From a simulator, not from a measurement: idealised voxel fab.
Process module, titled voxel air gaps
Square cells of 5 nm make up the cross-section cut, whose width is 170 nm.
How to read a cross-section here: the picture is a grid of square cells, written as bands going from the top down, and any band can span one or more rows of cells.
Top height, bottom height, nm. Materials left to right, width each, nm. Single material + "edge to edge" = fills band edge to edge. "air" = empty.
Height datum 0, below which the as-received substrate wafer is one material. Lowest band open at the bottom, running downward: "0..down".
A width given as "30 to 40" starts at the first number in the band's top row and ends at the second number in its bottom row, shifting by an equal amount at every step from row to row.
Where the words "left unchanged" appear for a step, the cross-section shows no cell changed by that step; every cell remained as before.
Trapped voids: empty space of 8 cells or more with no open way to the top, each as width x height at its distance from the left edge, in nm
Formally, on a step line, whatever follows the settings is a remark that the simulator itself makes on the step.
overlay nm: mask right of planned place by this much (step with mask). Neg. = left.
BELOW IS THE LIST OF PLANNED PROCESS STEPS
1,RECEIVE [material Si]
2,CONFORMAL_DEP [material SiO2] [thk nm 10]
3,CONFORMAL_DEP [material SiN] [thk nm 5]
4,DIRECTIONAL_DEP [material SiO2] [thk nm 40]
5,PATTERN [tone open] [mask id LINES] [material resist] [width nm 15] [pitch nm 50] [thk nm 20] [overlay nm 0]
6,DIRECTIONAL_ETCH [etch materials SiO2] [depth nm 40]
7,STRIP [etch materials resist]
8,CONFORMAL_DEP [material TiN] [thk nm 5]
9,FILL_DEP [material Cu] [thk nm 5]
10,CMP [height nm 55]
11,EPI [material Ru] [thk nm 10]
12,SELECTIVE_ETCH [etch materials SiO2] [depth nm 50]
13,CONFORMAL_DEP [material SiN] [thk nm 5]
Where the wafers of this document differ is in the width nm of step 5; they start out the same, and the plan states the value that applied to the first wafer.
FIRST WAFER AS RECEIVED, AFTER STEP 1
    0..down  Si edge to edge
    Trapped voids: none
THE FIRST OF SEVERAL WAFERS, SEEN IN CROSS-SECTION AFTER THE MODULE'S LAST STEP, STEP 13
    70..65  air (10) / SiN (45) / air (5) / SiN (45) / air (5) / SiN (45) / air (15)
    65..55  air (10) / SiN (5) / Ru (35) / SiN (5) / air (5) / SiN (5) / Ru (35) / SiN (5) / air (5) / SiN (5) / Ru (35) / SiN (5) / air (15)
    55..50  air (10) / SiN (15) / TiN (5) / Cu (5) / TiN (5) / SiN (15) / air (5) / SiN (15) / TiN (5) / Cu (5) / TiN (5) / SiN (15) / air (5) / SiN (15) / TiN (5) / Cu (5) / TiN (5) / SiN (15) / air (15)
    50..20  air (20) / SiN (5) / TiN (5) / Cu (5) / TiN (5) / SiN (5) / air (25) / SiN (5) / TiN (5) / Cu (5) / TiN (5) / SiN (5) / air (25) / SiN (5) / TiN (5) / Cu (5) / TiN (5) / SiN (5) / air (25)
    20..15  SiN (25) / TiN (15) / SiN (35) / TiN (15) / SiN (35) / TiN (15) / SiN (30)
    15..10  SiN edge to edge
    10..0  SiO2 edge to edge
    0..down  Si edge to edge
    Trapped voids: none
HERE'S THE LAST WAFER CROSS-SECTIONED AT THE END OF THE MODULE
    70..65  SiN (165) / air (5)
    65..55  SiN (5) / Ru (155) / SiN (5) / air (5)
    55..50  SiN (15) / TiN (5) / Cu (25) / TiN (5) / SiO2 (15) / TiN (5) / Cu (25) / TiN (5) / SiO2 (15) / TiN (5) / Cu (25) / TiN (5) / SiN (15) / air (5)
    50..20  air (10) / SiN (5) / TiN (5) / Cu (25) / TiN (5) / SiO2 (15) / TiN (5) / Cu (25) / TiN (5) / SiO2 (15) / TiN (5) / Cu (25) / TiN (5) / SiN (5) / air (15)
    20..15  SiN (15) / TiN (35) / SiO2 (15) / TiN (35) / SiO2 (15) / TiN (35) / SiN (20)
    15..10  SiN edge to edge
    10..0  SiO2 edge to edge
    0..down  Si edge to edge
    Trapped voids: 10 x 30 at 0
TABULATED BELOW, WAFER BY WAFER, ARE THE END-OF-MODULE RESULTS: FOR EACH MATERIAL, THE NUMBER OF CELLS GAINED (+) OR LOST (-) RELATIVE TO THE AS-RECEIVED STATE, FOLLOWED BY THE CLOSED VOIDS
width nm 15, +21 Cu, +42 Ru, +152 SiN, +68 SiO2, +51 TiN, Trapped voids: none
width nm 20, +42 Cu, +48 Ru, +152 SiN, +68 SiO2, +54 TiN, Trapped voids: 20 x 30 at 50; 20 x 30 at 100
width nm 25, +63 Cu, +54 Ru, +144 SiN, +68 SiO2, +57 TiN, Trapped voids: 15 x 30 at 50; 15 x 30 at 100
width nm 30, +84 Cu, +60 Ru, +96 SiN, +132 SiO2, +60 TiN, Trapped voids: none
width nm 35, +105 Cu, +62 Ru, +96 SiN, +116 SiO2, +63 TiN, Trapped voids: 10 x 30 at 0
